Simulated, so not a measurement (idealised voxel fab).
The process module presented herein is designated voxel self aligned vias.
cross-section cut | 235 nm wide | cells 5 nm
In this document a cross-section is written as a grid of square cells. It is given as a series of bands, listed from the top down, and a band is one or more rows of cells.
Each band's line starts with the height of the band's top and of its bottom, in nm. Then come its materials from left to right, each with its width in nm. One material with "everywhere" fills the band from edge to edge. "air" is empty space.
It should be noted that heights are counted from 0, beneath which the wafer as supplied is of one material throughout, and that the lowest band possesses no lower boundary but continues downward, as written in "0 down".
Read "30..40" as a graded width: first number on top, second number at the bottom, same change between each pair of neighbouring rows.
Take "no change occurred" at face value: in the step it is given for, the cross-section changed in none of its cells.
The entry "Enclosed internal voids" lists the empty spaces that cover at least 8 cells and have no open path to the top. Each is written as width x height at distance, where the distance is measured from the left edge and all three values are in nm.
Whatever follows a step's settings on its line is a remark the simulator itself makes about that step.
On any step carrying a mask, the "overlay nm" setting, if present on the step's line, tells how far right of its planned place the mask lay; negative values point to the left.

# Planned process steps
1,RECEIVE,material Si
2,CONFORMAL_DEP,material SiO2,thk nm 15
3,CONFORMAL_DEP,material SiCN,thk nm 5
4,DIRECTIONAL_DEP,material SiO2,thk nm 30
5,MASKED_ETCH,tone open,mask id LINES,width nm 30,pitch nm 65,etch materials SiO2,depth nm 30,overlay nm 0
6,CONFORMAL_DEP,material TiN,thk nm 5
7,FILL_DEP,material Ru,thk nm 10
8,CMP,height nm 50
9,SELECTIVE_ETCH,etch materials W Ru TiN,depth nm 5
10,FILL_DEP,material SiN,thk nm 5
11,CMP,height nm 50
12,DIRECTIONAL_DEP,material SiO2,thk nm 20
13,DIRECTIONAL_DEP,material aC,thk nm 10
14,PATTERN,tone open,mask id VIAS,material resist,width nm 40,pitch nm 65,thk nm 25,overlay nm 0
15,DIRECTIONAL_ETCH,etch materials aC,depth nm 10
16,STRIP,etch materials resist
17,DIRECTIONAL_ETCH,etch materials SiO2,depth nm 20
18,DIRECTIONAL_ETCH,etch materials SiN,depth nm 5
19,STRIP,etch materials aC
20,CONFORMAL_DEP,material TiN,thk nm 5
21,FILL_DEP,material W,thk nm 5
22,CMP,height nm 70
23,CONFORMAL_DEP,material SiN,thk nm 5

# First of two wafers, processed according to plan

# The cross-section here shows the wafer as received, i.e. in its state after step 1
	0 down | Si everywhere
	Enclosed internal voids: none

# Cross-section of the wafer after step 2
	15 to 0 | SiO2 everywhere
	Note: structure below 0 unchanged.

# Cross-section of the wafer after step 3
	20 to 15 | SiCN everywhere
	Note: structure below 15 unchanged.

# Cross-section of the wafer after step 4
	50 to 20 | SiO2 everywhere
	Note: structure below 20 unchanged.

# Cross-section of the wafer after step 5
	50 to 20 | SiO2 70  air 30  SiO2 35  air 30  SiO2 70
	Note: structure below 20 unchanged.

# Cross-section of the wafer after step 6
	55 to 50 | TiN 75  air 20  TiN 45  air 20  TiN 75
	50 to 25 | SiO2 70  TiN 5  air 20  TiN 5  SiO2 35  TiN 5  air 20  TiN 5  SiO2 70
	25 to 20 | SiO2 70  TiN 30  SiO2 35  TiN 30  SiO2 70
	Note: structure below 20 unchanged.

# Cross-section of the wafer after step 7
	65 to 55 | Ru everywhere
	55 to 50 | TiN 75  Ru 20  TiN 45  Ru 20  TiN 75
	50 to 25 | SiO2 70  TiN 5  Ru 20  TiN 5  SiO2 35  TiN 5  Ru 20  TiN 5  SiO2 70
	Note: structure below 25 unchanged.

# Cross-section of the wafer after step 8
	50 to 25 | SiO2 70  TiN 5  Ru 20  TiN 5  SiO2 35  TiN 5  Ru 20  TiN 5  SiO2 70
	Note: structure below 25 unchanged.

# Cross-section of the wafer after step 9
	50 to 45 | SiO2 70  air 30  SiO2 35  air 30  SiO2 70
	Note: structure below 45 unchanged.

# Cross-section of the wafer after step 10
	55 to 50 | SiN everywhere
	50 to 45 | SiO2 70  SiN 30  SiO2 35  SiN 30  SiO2 70
	Note: structure below 45 unchanged.

# Cross-section of the wafer after step 11
	50 to 45 | SiO2 70  SiN 30  SiO2 35  SiN 30  SiO2 70
	Note: structure below 45 unchanged.

# Cross-section of the wafer after step 12
	70 to 50 | SiO2 everywhere
	Note: structure below 50 unchanged.

# Cross-section of the wafer after step 13
	80 to 70 | aC everywhere
	Note: structure below 70 unchanged.

# Cross-section of the wafer after step 14
	105 to 80 | resist 65  air 40  resist 25  air 40  resist 65
	Note: structure below 80 unchanged.

# Cross-section of the wafer after step 15
	95 to 80 | resist 65  air 40  resist 25  air 40  resist 65
	80 to 70 | aC 65  air 40  aC 25  air 40  aC 65
	Note: structure below 70 unchanged.

# Cross-section of the wafer after step 16
	80 to 70 | aC 65  air 40  aC 25  air 40  aC 65
	Note: structure below 70 unchanged.

# Cross-section of the wafer after step 17
	80 to 70 | aC 65  air 40  aC 25  air 40  aC 65
	70 to 50 | SiO2 65  air 40  SiO2 25  air 40  SiO2 65
	Note: structure below 50 unchanged.

# Cross-section of the wafer after step 18
	80 to 70 | aC 65  air 40  aC 25  air 40  aC 65
	70 to 50 | SiO2 65  air 40  SiO2 25  air 40  SiO2 65
	50 to 45 | SiO2 70  air 30  SiO2 35  air 30  SiO2 70
	Note: structure below 45 unchanged.

# Cross-section of the wafer after step 19
	70 to 50 | SiO2 65  air 40  SiO2 25  air 40  SiO2 65
	Note: structure below 50 unchanged.

# Cross-section of the wafer after step 20
	75 to 70 | TiN 70  air 30  TiN 35  air 30  TiN 70
	70 to 55 | SiO2 65  TiN 5  air 30  TiN 5  SiO2 25  TiN 5  air 30  TiN 5  SiO2 65
	55 to 50 | SiO2 65  TiN 10  air 20  TiN 10  SiO2 25  TiN 10  air 20  TiN 10  SiO2 65
	50 to 45 | SiO2 70  TiN 30  SiO2 35  TiN 30  SiO2 70
	Note: structure below 45 unchanged.

# Cross-section of the wafer after step 21
	80 to 75 | W everywhere
	75 to 70 | TiN 70  W 30  TiN 35  W 30  TiN 70
	70 to 55 | SiO2 65  TiN 5  W 30  TiN 5  SiO2 25  TiN 5  W 30  TiN 5  SiO2 65
	55 to 50 | SiO2 65  TiN 10  W 20  TiN 10  SiO2 25  TiN 10  W 20  TiN 10  SiO2 65
	Note: structure below 50 unchanged.

# Cross-section of the wafer after step 22
	70 to 55 | SiO2 65  TiN 5  W 30  TiN 5  SiO2 25  TiN 5  W 30  TiN 5  SiO2 65
	Note: structure below 55 unchanged.

# Cross-section of the wafer after step 23
	75 to 70 | SiN everywhere
	Note: structure below 70 unchanged.

# The remaining wafer, second of the two, started like the first and was run to the same plan, except that one mistake was made along the way; the two coincide through step 16, inclusive

# Second wafer, cut view, end of step 17 per plan
	80 to 70 | aC 65  air 40  aC 25  air 40  aC 65
	70 to 50 | SiO2 65  air 40  SiO2 25  air 40  SiO2 65
	50 to 45 | SiO2 65  air 5  SiN 30  air 5  SiO2 25  air 5  SiN 30  air 5  SiO2 65
	45 to 30 | SiO2 65  air 5  TiN 5  Ru 20  TiN 5  air 5  SiO2 25  air 5  TiN 5  Ru 20  TiN 5  air 5  SiO2 65
	Note: structure below 30 unchanged.

# Second wafer, cut view, end of step 18 per plan
	80 to 70 | aC 65  air 40  aC 25  air 40  aC 65
	70 to 45 | SiO2 65  air 40  SiO2 25  air 40  SiO2 65
	Note: structure below 45 unchanged.

# Second wafer, cut view, end of step 19 per plan
	70 to 45 | SiO2 65  air 40  SiO2 25  air 40  SiO2 65
	Note: structure below 45 unchanged.

# Second wafer, cut view, end of step 20 per plan
	75 to 70 | TiN 70  air 30  TiN 35  air 30  TiN 70
	70 to 50 | SiO2 65  TiN 5  air 30  TiN 5  SiO2 25  TiN 5  air 30  TiN 5  SiO2 65
	50 to 45 | SiO2 65  TiN 40  SiO2 25  TiN 40  SiO2 65
	45 to 30 | SiO2 65  TiN 10  Ru 20  TiN 10  SiO2 25  TiN 10  Ru 20  TiN 10  SiO2 65
	Note: structure below 30 unchanged.

# Second wafer, cut view, end of step 21 per plan
	80 to 75 | W everywhere
	75 to 70 | TiN 70  W 30  TiN 35  W 30  TiN 70
	70 to 50 | SiO2 65  TiN 5  W 30  TiN 5  SiO2 25  TiN 5  W 30  TiN 5  SiO2 65
	Note: structure below 50 unchanged.

# Second wafer, cut view, end of step 22 per plan
	70 to 50 | SiO2 65  TiN 5  W 30  TiN 5  SiO2 25  TiN 5  W 30  TiN 5  SiO2 65
	Note: structure below 50 unchanged.

# Second wafer, cut view, end of step 23 per plan
	75 to 70 | SiN everywhere
	Note: structure below 70 unchanged.
Misprocessing identified: step 17, plan: ran twice
Counted in cells at the end, the second wafer holds more or fewer of these materials than the first: -16 SiO2 | +12 TiN | +4 W
